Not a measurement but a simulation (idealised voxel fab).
A process module follows: voxel self aligned vias.
Displayed cross-section: cut, width of 225 nm, square cells sized 5 nm.
Cross-section, as written here: a square-cell grid given band by band from the top down, where a band holds one or more rows of cells. Heights first: top, then bottom, in nm. Then materials, left to right, each with a width in nm. "edge to edge" on a single material: fills the band edge to edge. "blank": empty space. Basically, 0 is our baseline, since under it the wafer straight out of the box is all one material. The bottom band has no lower end and keeps on going down, so it looks like "from 0 down". You'd read "30 to 40" like this: the band's top row of cells is as wide as the first number, its bottom row is as wide as the second, and going down, every row changes width by the same amount as the row before did. For the purposes of this document, the phrase "nothing was modified" attached to a step denotes that no cell within the cross-section was modified by that step. Completely enclosed voids: empty space of 8 cells or more with no open way to the top, each as width x height at its distance from the left edge, in nm. Note: text after step settings on the step line = simulator remark on that step. "overlay nm" on a masked step: distance the mask lay right of its planned place, negative for left.
### plan
| 1 | RECEIVE | material Si |
| 2 | CONFORMAL_DEP | material SiO2 | thk nm 15 |
| 3 | CONFORMAL_DEP | material SiCN | thk nm 5 |
| 4 | DIRECTIONAL_DEP | material SiO2 | thk nm 20 |
| 5 | DIRECTIONAL_DEP | material aC | thk nm 15 |
| 6 | PATTERN | tone open | mask id LINES | material resist | width nm 20 | pitch nm 50 | thk nm 35 | overlay nm 0 |
| 7 | DIRECTIONAL_ETCH | etch materials aC | depth nm 15 |
| 8 | STRIP | etch materials resist |
| 9 | DIRECTIONAL_ETCH | etch materials SiO2 | depth nm 20 |
| 10 | STRIP | etch materials aC |
| 11 | CONFORMAL_DEP | material TiN | thk nm 5 |
| 12 | FILL_DEP | material W | thk nm 5 |
| 13 | CMP | height nm 40 |
| 14 | SELECTIVE_ETCH | etch materials W Ru TiN | depth nm 5 |
| 15 | FILL_DEP | material SiN | thk nm 5 |
| 16 | CMP | height nm 40 |
| 17 | DIRECTIONAL_DEP | material SiO2 | thk nm 15 |
| 18 | DIRECTIONAL_DEP | material aC | thk nm 15 |
| 19 | PATTERN | tone open | mask id VIAS | material resist | width nm 30 | pitch nm 50 | thk nm 30 | overlay nm 0 |
| 20 | DIRECTIONAL_ETCH | etch materials aC | depth nm 15 |
| 21 | STRIP | etch materials resist |
| 22 | DIRECTIONAL_ETCH | etch materials SiO2 | depth nm 15 |
| 23 | DIRECTIONAL_ETCH | etch materials SiN | depth nm 5 |
| 24 | STRIP | etch materials aC |
| 25 | CONFORMAL_DEP | material TiN | thk nm 5 |
| 26 | FILL_DEP | material Cu | thk nm 10 |
| 27 | CMP | height nm 55 |
| 28 | CONFORMAL_DEP | material SiCN | thk nm 5 |
### Step 1 complete: cross-section of the wafer as received
from 0 down | Si edge to edge
Completely enclosed voids: none
### Looking at the first of two wafers in cross-section at end of module - ran to plan
from 60 to 55 | SiCN edge to edge
from 55 to 45 | 70 of SiO2, then 5 of TiN, then 20 of Cu, then 5 of TiN, then 20 of SiO2, then 5 of TiN, then 20 of Cu, then 5 of TiN, then 75 of SiO2
from 45 to 40 | 70 of SiO2, then 10 of TiN, then 10 of Cu, then 10 of TiN, then 20 of SiO2, then 10 of TiN, then 10 of Cu, then 10 of TiN, then 75 of SiO2
from 40 to 35 | 75 of SiO2, then 20 of TiN, then 30 of SiO2, then 20 of TiN, then 80 of SiO2
from 35 to 25 | 75 of SiO2, then 5 of TiN, then 10 of W, then 5 of TiN, then 30 of SiO2, then 5 of TiN, then 10 of W, then 5 of TiN, then 80 of SiO2
from 25 to 20 | 75 of SiO2, then 20 of TiN, then 30 of SiO2, then 20 of TiN, then 80 of SiO2
from 20 to 15 | SiCN edge to edge
from 15 to 0 | SiO2 edge to edge
from 0 down | Si edge to edge
Completely enclosed voids: none
### Cross-section, second wafer: same start as the first, same plan as the first, one mistake in running it; taken at the end of the module
from 75 to 70 | SiCN edge to edge
from 70 to 60 | Cu edge to edge
from 60 to 55 | 75 of TiN, then 20 of Cu, then 30 of TiN, then 20 of Cu, then 80 of TiN
from 55 to 45 | 70 of SiO2, then 5 of TiN, then 20 of Cu, then 5 of TiN, then 20 of SiO2, then 5 of TiN, then 20 of Cu, then 5 of TiN, then 75 of SiO2
from 45 to 40 | 70 of SiO2, then 10 of TiN, then 10 of Cu, then 10 of TiN, then 20 of SiO2, then 10 of TiN, then 10 of Cu, then 10 of TiN, then 75 of SiO2
from 40 to 35 | 75 of SiO2, then 20 of TiN, then 30 of SiO2, then 20 of TiN, then 80 of SiO2
from 35 to 25 | 75 of SiO2, then 5 of TiN, then 10 of W, then 5 of TiN, then 30 of SiO2, then 5 of TiN, then 10 of W, then 5 of TiN, then 80 of SiO2
from 25 to 20 | 75 of SiO2, then 20 of TiN, then 30 of SiO2, then 20 of TiN, then 80 of SiO2
from 20 to 15 | SiCN edge to edge
from 15 to 0 | SiO2 edge to edge
from 0 down | Si edge to edge
Completely enclosed voids: none
What went wrong in running the wafer? step 27 of the plan: omitted, not performed
The final cell counts differ between the wafers, with the second having more or fewer of some materials than the first: Cu: 98 more | TiN: 37 more
